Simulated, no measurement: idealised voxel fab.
Module name: voxel trench capacitor (process module)
Square cells of 5 nm make up the cross-section cut, whose width is 245 nm.
Cross-section, as written here: a square-cell grid given band by band from the top down, where a band holds one or more rows of cells.
Band: top and bottom heights (nm) first, top before bottom; then materials from left to right, widths in nm. "throughout" marks a sole material filling the band edge to edge. "blank" denotes empty space.
Heights are reckoned from 0. Under this level, the received wafer is all of one material. The bottommost band is open-ended downward, for example "0..down".
Think of "30 to 40" as a width that walks from the first number to the second as you go down the band, top row to bottom row, taking equal-sized steps from row to row.
"nothing got changed" -> step changed no cross-section cell.
The label "Unvented internal voids" introduces a list of the empty spaces, 8 cells or larger, that have no open way up to the top; each entry in it reads width x height at distance, where the distance is taken from the left edge and all three are stated in nm.
What comes after the settings on a step's line is commentary from the simulator itself on that step.
Among the settings permitted on a step's line is "overlay nm"; applied to a step with a mask, it specifies the extent to which the mask lay to the right of its planned position, whereas a negative figure signifies a position to the left.
## Process steps - plan
- 1: RECEIVE | material Si
- 2: CONFORMAL_DEP | material SiN | thk nm 10
- 3: PATTERN | tone open | mask id TRENCH | material resist | width nm 25 | pitch nm 55 | thk nm 20 | overlay nm 0
- 4: DIRECTIONAL_ETCH | etch materials SiN | depth nm 10
- 5: DIRECTIONAL_ETCH | etch materials Si | depth nm 25
- 6: STRIP | etch materials resist
- 7: CONFORMAL_DEP | material Al2O3 | thk nm 5
- 8: CONFORMAL_DEP | material TiN | thk nm 5
- 9: FILL_DEP | material W | thk nm 10
- 10: CMP | height nm 10
## Cross-section of the wafer as it came to us, i.e., already through step 1
	0..down  Si throughout
	Unvented internal voids: none
## What the wafer looks like in cross-section after this module, when it starts as shown above and follows the plan above but one mistake is made in running it
	0..-15  55 Si / 5 Al2O3 / 5 TiN / 5 W / 5 TiN / 5 Al2O3 / 30 Si / 5 Al2O3 / 5 TiN / 5 W / 5 TiN / 5 Al2O3 / 30 Si / 5 Al2O3 / 5 TiN / 5 W / 5 TiN / 5 Al2O3 / 55 Si
	-15..-20  55 Si / 5 Al2O3 / 15 TiN / 5 Al2O3 / 30 Si / 5 Al2O3 / 15 TiN / 5 Al2O3 / 30 Si / 5 Al2O3 / 15 TiN / 5 Al2O3 / 55 Si
	-20..-25  55 Si / 25 Al2O3 / 30 Si / 25 Al2O3 / 30 Si / 25 Al2O3 / 55 Si
	-25..down  Si throughout
	Unvented internal voids: none
So what did we get wrong on this run? step 10 was run on a setting that differed from the plan, and what really ran there is CMP | height nm 0
